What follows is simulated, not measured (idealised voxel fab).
Proc. module: voxel transistor to metal
Displayed cross-section: cut, width of 185 nm, square cells sized 5 nm.
Throughout this document, each cross-section is represented as a grid of square cells and is presented as a sequence of bands enumerated from the top downward, where a band comprises one or more rows of cells.
Within each band entry, the heights of the top and of the bottom of the band appear first, in that order and in nm; the materials of the band then follow from left to right, each with its corresponding width in nm. The designation "edge to edge" on a single material indicates that it fills the band from edge to edge; the designation "air" indicates empty space.
Height reference: 0 = level under which incoming wafer is all one material. Lowest band: no bottom, runs on downward, e.g. "z 0 and below".
Width: "30..40" (first number = top row, second number = bottom row, same change from row to row of cells).
The cross-section has no changed cell in any step marked "changes: none".
Voids not open to the top, 8 cells minimum: see "Non-vented voids". Written width x height at distance; distance is from the left edge; nm.
after a step's settings: what the simulator itself notes on the step
A step line may carry the setting "overlay nm", which, for steps involving a mask, states the distance by which the mask lay to the right of its intended position; negative values denote displacement to the left.
[The following list gives the planned process steps]
1 RECEIVE [material Si]
2 OXIDIZE [depth nm 5]
3 CONFORMAL_DEP [material SiN] [thk nm 10]
4 MASKED_ETCH [tone cover] [mask id ACTIVE] [width nm 115] [etch materials SiN] [depth nm 10] [overlay nm 0]
5 MASKED_ETCH [tone cover] [mask id ACTIVE] [width nm 115] [etch materials SiO2] [depth nm 5] [overlay nm 0]
6 MASKED_ETCH [tone cover] [mask id ACTIVE] [width nm 115] [etch materials Si] [depth nm 35] [overlay nm 0]
7 OXIDIZE [depth nm 5]
8 FILL_DEP [material SiO2] [thk nm 10]
9 CMP [height nm 10]
10 SELECTIVE_ETCH [etch materials SiO2] [depth nm 10]
11 STRIP [etch materials SiN]
12 SELECTIVE_ETCH [etch materials SiO2] [depth nm 5]
13 OXIDIZE [depth nm 5]
14 DIRECTIONAL_DEP [material polySi] [thk nm 25]
15 DIRECTIONAL_DEP [material SiCN] [thk nm 15]
16 PATTERN [tone cover] [mask id GATE] [material resist] [width nm 35] [thk nm 20] [overlay nm 0]
17 DIRECTIONAL_ETCH [etch materials SiCN] [depth nm 25]
18 DIRECTIONAL_ETCH [etch materials polySi] [depth nm 35]
19 STRIP [etch materials resist]
20 CONFORMAL_DEP [material SiN] [thk nm 10]
21 DIRECTIONAL_ETCH [etch materials SiN] [depth nm 10]
22 DIRECTIONAL_ETCH [etch materials SiO2] [depth nm 5]
23 DIRECTIONAL_ETCH [etch materials Si] [depth nm 15]
24 EPI [material pSi] [thk nm 15]
25 FILL_DEP [material SiO2] [thk nm 10]
26 CMP [height nm 20]
27 STRIP [etch materials polySi]
28 SELECTIVE_ETCH [etch materials SiO2] [depth nm 5]
29 CONFORMAL_DEP [material HfO2] [thk nm 5]
30 CONFORMAL_DEP [material TiN] [thk nm 5]
31 FILL_DEP [material W] [thk nm 10]
32 CMP [height nm 15]
33 DIRECTIONAL_DEP [material SiO2] [thk nm 10]
34 PATTERN [tone open] [mask id CONTACT] [material resist] [width nm 15] [pitch nm 80] [thk nm 20] [overlay nm 0]
35 DIRECTIONAL_ETCH [etch materials SiO2] [depth nm 35]
36 STRIP [etch materials resist]
37 CONFORMAL_DEP [material TiN] [thk nm 5]
38 FILL_DEP [material W] [thk nm 5]
39 CMP [height nm 25]
40 CONFORMAL_DEP [material SiN] [thk nm 5]
41 DIRECTIONAL_DEP [material SiO2] [thk nm 15]
42 MASKED_ETCH [tone open] [mask id METAL_1] [width nm 15] [pitch nm 80] [etch materials SiO2] [depth nm 15] [overlay nm 0]
43 MASKED_ETCH [tone open] [mask id METAL_1] [width nm 15] [pitch nm 80] [etch materials SiN] [depth nm 5] [overlay nm 0]
44 CONFORMAL_DEP [material TiN] [thk nm 5]
45 FILL_DEP [material Cu] [thk nm 10]
46 CMP [height nm 45]
47 CONFORMAL_DEP [material SiCN] [thk nm 5]
48 DIRECTIONAL_DEP [material SiO2] [thk nm 30]
49 MASKED_ETCH [tone open] [mask id METAL_2] [width nm 15] [pitch nm 80] [etch materials SiO2] [depth nm 20] [overlay nm 0]
50 PATTERN [tone open] [mask id METAL_2_HOLES] [material resist] [width nm 15] [pitch nm 80] [thk nm 20] [overlay nm 0]
51 DIRECTIONAL_ETCH [etch materials SiO2] [depth nm 10]
52 DIRECTIONAL_ETCH [etch materials SiCN] [depth nm 5]
53 STRIP [etch materials resist]
54 CONFORMAL_DEP [material TiN] [thk nm 5]
55 FILL_DEP [material Cu] [thk nm 10]
56 CMP [height nm 80]
57 CONFORMAL_DEP [material SiN] [thk nm 5]
[Cross-section, incoming material, after step 1]
- z 0 and below  Si edge to edge
- Non-vented voids: none
[Same starting wafer, same plan as above, one mistake in the execution; this is the cross-section at the end of the module]
- z 85 to 80  SiN edge to edge
- z 80 to 75  45 of SiCN / 15 of TiN / 65 of SiCN / 15 of TiN / 45 of SiCN
- z 75 to 45  SiO2 edge to edge
- z 45 to 30  45 of SiO2 / 5 of TiN / 5 of Cu / 5 of TiN / 65 of SiO2 / 5 of TiN / 5 of Cu / 5 of TiN / 45 of SiO2
- z 30 to 25  45 of SiN / 15 of TiN / 65 of SiN / 15 of TiN / 45 of SiN
- z 25 to 15  45 of SiO2 / 5 of TiN / 5 of W / 5 of TiN / 65 of SiO2 / 5 of TiN / 5 of W / 5 of TiN / 45 of SiO2
- z 15 to 10  45 of SiO2 / 5 of TiN / 5 of W / 5 of TiN / 5 of SiO2 / 10 of SiN / 5 of HfO2 / 5 of TiN / 15 of W / 5 of TiN / 5 of HfO2 / 10 of SiN / 5 of SiO2 / 5 of TiN / 5 of W / 5 of TiN / 45 of SiO2
- z 10 to 5  45 of SiO2 / 15 of TiN / 5 of SiO2 / 10 of SiN / 5 of HfO2 / 5 of TiN / 15 of W / 5 of TiN / 5 of HfO2 / 10 of SiN / 5 of SiO2 / 15 of TiN / 45 of SiO2
- z 5 to 0  45 of SiO2 / 5 of TiN / 15 of pSi / 10 of SiN / 5 of HfO2 / 5 of TiN / 15 of W / 5 of TiN / 5 of HfO2 / 10 of SiN / 15 of pSi / 5 of TiN / 45 of SiO2
- z 0 to -5  45 of SiO2 / 5 of TiN / 15 of pSi / 10 of SiN / 5 of HfO2 / 25 of TiN / 5 of HfO2 / 10 of SiN / 15 of pSi / 5 of TiN / 45 of SiO2
- z -5 to -10  45 of SiO2 / 5 of TiN / 15 of pSi / 5 of SiO2 / 45 of HfO2 / 5 of SiO2 / 15 of pSi / 5 of TiN / 45 of SiO2
- z -10 to -25  40 of SiO2 / 25 of pSi / 55 of Si / 25 of pSi / 40 of SiO2
- z -25 to -45  40 of SiO2 / 105 of Si / 40 of SiO2
- z -45 and below  Si edge to edge
- Non-vented voids: none
Against the plan, the run slipped here: a sequencing error occurred in which plan steps 47 and 48 were transposed
